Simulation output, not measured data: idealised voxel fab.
Herein follows the process module entitled voxel tone inversion.
cross-section cut | 215 nm wide | cells 5 nm
Reading order for cross-sections: top band down to bottom band. Underlying form: a grid of square cells. Band size: one or more rows of cells.
Basically the band line says how high the top is and how high the bottom is, in nm, and then what's in it from left to right, every material with its width in nm. Empty space shows up as "blank", and if a single material carries "all across" it runs the full band edge to edge.
Height is counted from the level 0, under which the received wafer is composed throughout of one material. The lowest of the bands is not closed at the bottom but continues downward, in the notation "0..down".
Graded width ("30 to 40"): value in top row of band = first number; value in bottom row = second number; row-to-row change constant.
Given "same as before" for a step, no cell of the cross-section differs between before and after that step.
So "Entrapped void list" is basically the list of trapped voids: any empty space of 8 cells or more that can't reach the top through an opening. They're written width x height at distance, the distance being from the left edge, and it's all nm.
If you see something after the settings on a step's line, that's the simulator's own remark about that step.
You can add "overlay nm" to a step's line. For a step with a mask, it describes how far the mask lay to the right of its planned position, and a negative number describes a lay to the left.

-- So here's the lineup of process steps we planned
1. RECEIVE (material Si)
2. CONFORMAL_DEP (material SiN; thk nm 5)
3. DIRECTIONAL_DEP (material polySi; thk nm 15)
4. PATTERN (tone cover; mask id POSTS; material resist; width nm 20; pitch nm 40; thk nm 20; overlay nm 0)
5. DIRECTIONAL_ETCH (etch materials polySi; depth nm 5)
6. STRIP (etch materials resist)
7. FILL_DEP (material SiO2; thk nm 5)
8. CMP (height nm 20)
9. STRIP (etch materials polySi)
Same starting wafers, different depth nm at step 5. Plan value belongs to the first wafer.

-- First wafer of several, as received: cross-section after step 1
  0..down | Si all across
  Entrapped void list: none

-- Take any row and you have a wafer at the end of the module: how many cells of each material it has gained (+) or lost (-) since it was received, and then its closed voids
depth nm 5, +43 SiN, Entrapped void list: none
depth nm 10, +43 SiN, Entrapped void list: none
depth nm 15, +43 SiN, +81 SiO2, Entrapped void list: none
depth nm 20, +43 SiN, +81 SiO2, Entrapped void list: none
depth nm 25, +43 SiN, +81 SiO2, Entrapped void list: none
depth nm 30, +43 SiN, +81 SiO2, Entrapped void list: none
